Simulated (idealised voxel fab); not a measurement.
Module name: voxel lift off (process module)
Cross-section cut: width 260 nm, square cells of 5 nm.
A cross-section is a grid of square cells, given in bands from the top down. A band is one or more rows of cells. Band entry format. Leading values: height of top, height of bottom, nm. Remainder: materials in left-to-right order, each with its width in nm. Special words: "full width" on a single material, which then fills the band edge to edge; "air", empty space. It should be noted that heights are counted from 0, beneath which the wafer as supplied is of one material throughout, and that the lowest band possesses no lower boundary but continues downward, as written in "0 and below". A two-number width, for instance "30->40", indicates that the width is equal to the first number in the top row of the band and to the second number in the bottom row, and that it changes by a constant amount per row of cells. It should be understood that the words "changes: none", when stated for a given step, signify that the cross-section underwent no change in any of its cells during that step. Under "Closed internal voids" you'll find the enclosed gaps, the ones with no way out to the top, that are 8 cells or bigger; each reads width x height at distance, with distance counted from the left edge, everything in nm. Whatever follows a step's settings on its line is a remark the simulator itself makes about that step. overlay nm: how far to the right of its planned place the mask lay on this masked step (negative: to the left).

[Steps planned for the process]
1) RECEIVE with material Si
2) CONFORMAL_DEP with material SiN, thk nm 15
3) PATTERN with tone open, mask id LINES, material resist, width nm 25, pitch nm 50, thk nm 30, overlay nm 0
4) DIRECTIONAL_DEP with material Ru, thk nm 15
5) STRIP with etch materials resist
6) CONFORMAL_DEP with material SiCN, thk nm 5

[as received, after step 1]
0 and below | Si full width
Closed internal voids: none

[First of two wafers at the end of the module, shown in cross-section; run carried out as planned]
35 down to 30 | air=60 / SiCN=35 / air=15 / SiCN=35 / air=15 / SiCN=35 / air=65
30 down to 20 | air=60 / SiCN=5 / Ru=25 / SiCN=5 / air=15 / SiCN=5 / Ru=25 / SiCN=5 / air=15 / SiCN=5 / Ru=25 / SiCN=5 / air=65
20 down to 15 | SiCN=65 / Ru=25 / SiCN=25 / Ru=25 / SiCN=25 / Ru=25 / SiCN=70
15 down to 0 | SiN full width
0 and below | Si full width
Closed internal voids: none

[Module end: cross-section of wafer two of two. Same start and process plan as the first wafer. One mistake during execution]
35 down to 30 | air=60 / SiCN=35 / air=15 / SiCN=35 / air=15 / SiCN=35 / air=65
30 down to 20 | air=60 / SiCN=5 / Ru=25 / SiCN=5 / air=15 / SiCN=5 / Ru=25 / SiCN=5 / air=15 / SiCN=5 / Ru=25 / SiCN=5 / air=65
20 down to 15 | SiCN=65 / Ru=25 / SiCN=25 / Ru=25 / SiCN=25 / Ru=25 / SiCN=70
15 down to 0 | SiCN full width
0 and below | Si full width
Closed internal voids: none
Run error: heads up, step 2 didn't go per plan, it actually ran as CONFORMAL_DEP with material SiCN, thk nm 15
Wafer comparison, final, in cells, second relative to first, materials more or fewer: SiCN +156; SiN -156
